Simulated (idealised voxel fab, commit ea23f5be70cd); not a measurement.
The name of this process module is voxel self aligned contacts.
Each square cell in cross-section cut measures 5 nm, and the section as a whole is 200 nm wide.
Format of a cross-section: grid, square cells. Given as bands. Order: top down. Band: one or more rows of cells.
In this notation a band is specified by the heights of its top and bottom, in that order and in nm, after which its materials appear from left to right, each paired with its width in nm. The word "throughout" attached to a single material means that material fills the band from edge to edge; the word "empty" stands for empty space.
Note: height 0 marks the level under which the wafer is uniformly one material as received. Lowest band unbounded below, written "from 0 down".
Note: "30..40" means the width goes from the first number (top row of the band) to the second number (bottom row) in equal steps per row of cells.
Step marked "left unchanged"? Then no cell in the cross-section changed in it.
So "Closed void inventory" is basically the list of trapped voids: any empty space of 8 cells or more that can't reach the top through an opening. They're written width x height at distance, the distance being from the left edge, and it's all nm.
That trailing text on a step's line, after the settings, is the simulator's own remark on the step.
overlay nm: how far to the right of its planned place the mask lay on this masked step (negative: to the left).
Planned step list for the process:
- 1: RECEIVE (material Si)
- 2: CONFORMAL_DEP (material SiO2; thk nm 5)
- 3: DIRECTIONAL_DEP (material polySi; thk nm 20)
- 4: DIRECTIONAL_DEP (material SiN; thk nm 20)
- 5: PATTERN (tone cover; mask id GATE; material resist; width nm 35; pitch nm 70; thk nm 20; overlay nm 0)
- 6: DIRECTIONAL_ETCH (etch materials SiN; depth nm 20)
- 7: DIRECTIONAL_ETCH (etch materials polySi; depth nm 20)
- 8: STRIP (etch materials resist)
- 9: CONFORMAL_DEP (material SiN; thk nm 5)
- 10: DIRECTIONAL_ETCH (etch materials SiN; depth nm 5)
- 11: FILL_DEP (material SiO2; thk nm 20)
- 12: CMP (height nm 55)
- 13: MASKED_ETCH (tone open; mask id CONTACT; width nm 55; etch materials SiO2; depth nm 55; overlay nm 0)
- 14: CONFORMAL_DEP (material TiN; thk nm 5)
- 15: FILL_DEP (material Ru; thk nm 5)
- 16: CMP (height nm 55)
- 17: CONFORMAL_DEP (material SiN; thk nm 5)
Cross-section, incoming material, after step 1:
  from 0 down | Si throughout
  Closed void inventory: none
Cross-section taken at module completion on the first of two wafers; processed per the plan:
  from 60 to 55 | SiN throughout
  from 55 to 45 | SiO2 (70) / TiN (5..20) / Ru (45..15) / TiN (5..20) / SiO2 (75)
  from 45 to 25 | SiO2 (40) / SiN (45) / TiN (5) / Ru (15) / TiN (5) / SiN (45) / SiO2 (45)
  from 25 to 5 | SiO2 (40) / SiN (5) / polySi (35) / SiN (5) / TiN (5) / Ru (15) / TiN (5) / SiN (5) / polySi (35) / SiN (5) / SiO2 (45)
  from 5 to 0 | SiO2 (85) / TiN (25) / SiO2 (90)
  from 0 down | Si throughout
  Closed void inventory: none
Wafer two (of two), end-of-module cross-section: start = wafer one, plan = wafer one, one run mistake:
  from 60 to 55 | SiN throughout
  from 55 to 45 | SiO2 (70) / TiN (5) / Ru (45) / TiN (5) / SiO2 (75)
  from 45 to 40 | SiO2 (70) / TiN (20) / Ru (15) / TiN (20) / SiO2 (75)
  from 40 to 20 | SiO2 (40) / SiN (45) / TiN (5) / Ru (15) / TiN (5) / SiN (45) / SiO2 (45)
  from 20 to 5 | SiO2 (40) / SiN (5) / polySi (35) / SiN (5) / TiN (5) / Ru (15) / TiN (5) / SiN (5) / polySi (35) / SiN (5) / SiO2 (45)
  from 5 to 0 | SiO2 (40) / SiN (5) / polySi (35) / SiN (5) / TiN (25) / SiN (5) / polySi (35) / SiN (5) / SiO2 (45)
  from 0 down | Si throughout
  Closed void inventory: none
Want to know what went wrong? no execution of plan step 2; skipped
Per the end-of-run cell counts, the second wafer holds more or fewer of some materials than the first: Ru +6, SiO2 -6
